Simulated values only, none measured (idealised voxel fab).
Title: Process Module voxel wiring stack
The figure presents cross-section cut, which has a width of 270 nm and is divided into square cells with an edge length of 5 nm.
How to read a cross-section here: the picture is a grid of square cells, written as bands going from the top down, and any band can span one or more rows of cells. Band: top height; bottom height; in nm. Then, left to right: material with width in nm, for each material. "everywhere": a single material spanning edge to edge. "blank": empty space. Counting heights begins at 0, where everything beneath is, in the wafer as received, one material. The lowest band has no bottom; it goes on downwards, as "0 nm and below" shows. Read "30..40" as a graded width: first number on top, second number at the bottom, same change between each pair of neighbouring rows. "no alteration" (step): cross-section cells unchanged, all of them. Empty spaces counting at least 8 cells and having no open way to the top are listed in "Trapped voids". The notation width x height at distance is used for each, the distance being from the left edge and all three values in nm. Step line, after settings: the simulator's comment on this step. The optional step-line setting "overlay nm" applies to steps with a mask and quantifies how far to the right of its planned location the mask lay, a negative value indicating leftward placement.

Process steps foreseen in the plan:
1: op RECEIVE | material Si
2: op CONFORMAL_DEP | material SiO2 | thk nm 15
3: op CONFORMAL_DEP | material SiN | thk nm 5
4: op DIRECTIONAL_DEP | material lowk | thk nm 15
5: op PATTERN | tone open | mask id METAL_1 | material resist | width nm 30 | pitch nm 60 | thk nm 20 | overlay nm 0
6: op DIRECTIONAL_ETCH | etch materials lowk | depth nm 15
7: op DIRECTIONAL_ETCH | etch materials SiN | depth nm 5
8: op STRIP | etch materials resist
9: op CONFORMAL_DEP | material TiN | thk nm 5
10: op FILL_DEP | material Cu | thk nm 5
11: op CMP | height nm 35
12: op CONFORMAL_DEP | material SiCN | thk nm 5
13: op DIRECTIONAL_DEP | material lowk | thk nm 30
14: op DIRECTIONAL_DEP | material aC | thk nm 10
15: op PATTERN | tone open | mask id METAL_2 | material resist | width nm 30 | pitch nm 60 | thk nm 25 | overlay nm 0
16: op DIRECTIONAL_ETCH | etch materials aC | depth nm 10
17: op STRIP | etch materials resist
18: op DIRECTIONAL_ETCH | etch materials lowk | depth nm 20
19: op STRIP | etch materials aC
20: op MASKED_ETCH | tone open | mask id METAL_2_HOLES | width nm 15 | pitch nm 60 | etch materials lowk | depth nm 10 | overlay nm 0
21: op MASKED_ETCH | tone open | mask id METAL_2_HOLES | width nm 15 | pitch nm 60 | etch materials SiCN | depth nm 5 | overlay nm 0
22: op CONFORMAL_DEP | material TiN | thk nm 5
23: op FILL_DEP | material Cu | thk nm 5
24: op CMP | height nm 70
25: op CONFORMAL_DEP | material SiCN | thk nm 5
26: op DIRECTIONAL_DEP | material lowk | thk nm 30
27: op DIRECTIONAL_DEP | material aC | thk nm 10
28: op PATTERN | tone open | mask id METAL_3_HOLES | material resist | width nm 15 | pitch nm 120 | thk nm 25 | overlay nm 0
29: op DIRECTIONAL_ETCH | etch materials aC | depth nm 10
30: op STRIP | etch materials resist
31: op DIRECTIONAL_ETCH | etch materials lowk | depth nm 30
32: op STRIP | etch materials aC
33: op DIRECTIONAL_DEP | material aC | thk nm 10
34: op PATTERN | tone open | mask id METAL_3 | material resist | width nm 30 | pitch nm 60 | thk nm 25 | overlay nm 0
35: op DIRECTIONAL_ETCH | etch materials aC | depth nm 10
36: op STRIP | etch materials resist
37: op DIRECTIONAL_ETCH | etch materials lowk | depth nm 15
38: op DIRECTIONAL_ETCH | etch materials SiCN | depth nm 5
39: op STRIP | etch materials aC
40: op CONFORMAL_DEP | material TiN | thk nm 5
41: op FILL_DEP | material Cu | thk nm 5
42: op CMP | height nm 105
43: op CONFORMAL_DEP | material SiCN | thk nm 5

As received (post step 1): cross-section:
	0 nm and below: Si everywhere
	Trapped voids: none

Wafer at module end, in section. Began as above, planned as above, run with one mistake:
	110 nm to 105 nm: SiCN everywhere
	105 nm to 100 nm: Cu everywhere
	100 nm to 95 nm: TiN: 35; Cu: 20; TiN: 40; Cu: 20; TiN: 40; Cu: 20; TiN: 40; Cu: 20; TiN: 35
	95 nm to 85 nm: lowk: 30; TiN: 5; Cu: 20; TiN: 5; lowk: 30; TiN: 5; Cu: 20; TiN: 5; lowk: 30; TiN: 5; Cu: 20; TiN: 5; lowk: 30; TiN: 5; Cu: 20; TiN: 5; lowk: 30
	85 nm to 80 nm: lowk: 30; TiN: 5; Cu: 5; TiN: 20; lowk: 30; TiN: 30; lowk: 30; TiN: 5; Cu: 5; TiN: 20; lowk: 30; TiN: 30; lowk: 30
	80 nm to 75 nm: lowk: 30; TiN: 5; Cu: 5; TiN: 5; lowk: 105; TiN: 5; Cu: 5; TiN: 5; lowk: 105
	75 nm to 70 nm: SiCN: 30; TiN: 15; SiCN: 105; TiN: 15; SiCN: 105
	70 nm to 55 nm: lowk: 30; TiN: 5; Cu: 20; TiN: 5; lowk: 30; TiN: 5; Cu: 20; TiN: 5; lowk: 30; TiN: 5; Cu: 20; TiN: 5; lowk: 30; TiN: 5; Cu: 20; TiN: 5; lowk: 30
	55 nm to 50 nm: lowk: 30; TiN: 5; Cu: 5; TiN: 20; lowk: 30; TiN: 5; Cu: 5; TiN: 20; lowk: 30; TiN: 5; Cu: 5; TiN: 20; lowk: 30; TiN: 5; Cu: 5; TiN: 20; lowk: 30
	50 nm to 40 nm: lowk: 30; TiN: 5; Cu: 5; TiN: 5; lowk: 45; TiN: 5; Cu: 5; TiN: 5; lowk: 45; TiN: 5; Cu: 5; TiN: 5; lowk: 45; TiN: 5; Cu: 5; TiN: 5; lowk: 45
	40 nm to 35 nm: SiCN: 30; TiN: 15; SiCN: 45; TiN: 15; SiCN: 45; TiN: 15; SiCN: 45; TiN: 15; SiCN: 45
	35 nm to 20 nm: lowk: 30; TiN: 5; Cu: 20; TiN: 5; lowk: 30; TiN: 5; Cu: 20; TiN: 5; lowk: 30; TiN: 5; Cu: 20; TiN: 5; lowk: 30; TiN: 5; Cu: 20; TiN: 5; lowk: 30
	20 nm to 15 nm: SiN: 30; TiN: 30; SiN: 30; TiN: 30; SiN: 30; TiN: 30; SiN: 30; TiN: 30; SiN: 30
	15 nm to 0 nm: SiO2 everywhere
	0 nm and below: Si everywhere
	Trapped voids: none
Heads up, the wafer didn't run the way we planned it: not per plan at step 26, really ran op DIRECTIONAL_DEP | material lowk | thk nm 20
